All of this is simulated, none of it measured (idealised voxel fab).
This section sets out a process module, namely voxel local oxidation.
Cross-sectional view cut (width: 170 nm; square cell size: 5 nm).
Bands, listed from the top down, are how a cross-section gets written in this document; the cross-section itself is a grid of square cells, and a band is one or more rows of them. Each band's line starts with the height of the band's top and of its bottom, in nm. Then come its materials from left to right, each with its width in nm. One material with "throughout" fills the band from edge to edge. "blank" is empty space. For the purposes of this specification, 0 denotes the height below which the wafer in its as-received condition is composed wholly of one material, and the lowermost band, lacking a lower limit, extends downward without end, as expressed in "from 0 down". Per-row width for "30..40": begins at first number (top row of band), ends at second number (bottom row), increment between rows held constant. When a step is marked "all unchanged", none of the cells in the cross-section changed during that step. The list in "Closed void inventory" covers empty spaces of 8 cells or more that cannot reach the top through any open way, and it gives each as width x height at distance; the distance is from the left edge, and width, height and distance are in nm. Note: text after step settings on the step line = simulator remark on that step. overlay nm, on a step with a mask: how far to the right of its planned place the mask lay; to the left if negative.
**Here's what the planned process steps look like**
1: RECEIVE with material Si
2: CONFORMAL_DEP with material SiO2, thk nm 5
3: CONFORMAL_DEP with material SiN, thk nm 15
4: DIRECTIONAL_DEP with material aC, thk nm 15
5: PATTERN with tone cover, mask id ACTIVE, material resist, width nm 100, thk nm 30, overlay nm 0
6: DIRECTIONAL_ETCH with etch materials aC, depth nm 15
7: STRIP with etch materials resist
8: DIRECTIONAL_ETCH with etch materials SiN, depth nm 15
9: STRIP with etch materials aC
10: SELECTIVE_ETCH with etch materials SiO2, depth nm 5
11: OXIDIZE with depth nm 10
12: STRIP with etch materials SiN
**The first wafer of two, processed as planned**
**Cross-section of the wafer at receipt, which is the condition after step 1**
from 0 down | Si throughout
Closed void inventory: none
**Sectional view: wafer, after step 2**
from 5 to 0 | SiO2 throughout
Beneath the level 0, the cross-section is identical to its previous state.
**Sectional view: wafer, after step 3**
from 20 to 5 | SiN throughout
Beneath the level 5, the cross-section is identical to its previous state.
**Sectional view: wafer, after step 4**
from 35 to 20 | aC throughout
Beneath the level 20, the cross-section is identical to its previous state.
**Sectional view: wafer, after step 5**
from 65 to 35 | 35 blank, then 100 resist, then 35 blank
Beneath the level 35, the cross-section is identical to its previous state.
**Sectional view: wafer, after step 6**
from 50 to 35 | 35 blank, then 100 resist, then 35 blank
from 35 to 20 | 35 blank, then 100 aC, then 35 blank
Beneath the level 20, the cross-section is identical to its previous state.
**Sectional view: wafer, after step 7**
from 35 to 20 | 35 blank, then 100 aC, then 35 blank
Beneath the level 20, the cross-section is identical to its previous state.
**Sectional view: wafer, after step 8**
from 35 to 20 | 35 blank, then 100 aC, then 35 blank
from 20 to 5 | 35 blank, then 100 SiN, then 35 blank
Beneath the level 5, the cross-section is identical to its previous state.
**Sectional view: wafer, after step 9**
from 20 to 5 | 35 blank, then 100 SiN, then 35 blank
Beneath the level 5, the cross-section is identical to its previous state.
**Sectional view: wafer, after step 10**
from 20 to 5 | 35 blank, then 100 SiN, then 35 blank
from 5 to 0 | 40 blank, then 90 SiO2, then 40 blank
Beneath the level 0, the cross-section is identical to its previous state.
**Sectional view: wafer, after step 11**
from 20 to 5 | 35 blank, then 100 SiN, then 35 blank
from 5 to 0 | 40 blank, then 90 SiO2, then 40 blank
from 0 to -10 | 50 SiO2, then 70 Si, then 50 SiO2
Beneath the level -10, the cross-section is identical to its previous state.
**Sectional view: wafer, after step 12**
from 5 to 0 | 40 blank, then 90 SiO2, then 40 blank
Beneath the level 0, the cross-section is identical to its previous state.
**The second wafer was prepared from the same starting point and under the same plan as the first; its processing contained one mistake, and it remains indistinguishable from the first wafer up to and including step 4**
**Cross-sectional representation of the second wafer at the time designated in the plan for the completion of step 5**
from 65 to 35 | 35 resist, then 100 blank, then 35 resist
Beneath the level 35, the cross-section is identical to its previous state.
**Cross-sectional representation of the second wafer at the time designated in the plan for the completion of step 6**
from 50 to 35 | 35 resist, then 100 blank, then 35 resist
from 35 to 20 | 35 aC, then 100 blank, then 35 aC
Beneath the level 20, the cross-section is identical to its previous state.
**Cross-sectional representation of the second wafer at the time designated in the plan for the completion of step 7**
from 35 to 20 | 35 aC, then 100 blank, then 35 aC
Beneath the level 20, the cross-section is identical to its previous state.
**Cross-sectional representation of the second wafer at the time designated in the plan for the completion of step 8**
from 35 to 20 | 35 aC, then 100 blank, then 35 aC
from 20 to 5 | 35 SiN, then 100 blank, then 35 SiN
Beneath the level 5, the cross-section is identical to its previous state.
**Cross-sectional representation of the second wafer at the time designated in the plan for the completion of step 9**
from 20 to 5 | 35 SiN, then 100 blank, then 35 SiN
Beneath the level 5, the cross-section is identical to its previous state.
**Cross-sectional representation of the second wafer at the time designated in the plan for the completion of step 10**
from 20 to 5 | 35 SiN, then 100 blank, then 35 SiN
from 5 to 0 | 30 SiO2, then 110 blank, then 30 SiO2
Beneath the level 0, the cross-section is identical to its previous state.
**Cross-sectional representation of the second wafer at the time designated in the plan for the completion of step 11**
from 20 to 5 | 35 SiN, then 100 blank, then 35 SiN
from 5 to 0 | 30 SiO2, then 110 blank, then 30 SiO2
from 0 to -10 | 20 Si, then 130 SiO2, then 20 Si
Beneath the level -10, the cross-section is identical to its previous state.
**Cross-sectional representation of the second wafer at the time designated in the plan for the completion of step 12**
from 5 to 0 | 30 SiO2, then 110 blank, then 30 SiO2
Beneath the level 0, the cross-section is identical to its previous state.
The plan and the run diverged here: step 5: run off-plan, actual operation and settings PATTERN with tone open, mask id ACTIVE, material resist, width nm 100, thk nm 30, overlay nm 0
Final difference in cells, second wafer against first, listed per material as more or fewer: 12 fewer of Si, 6 more of SiO2
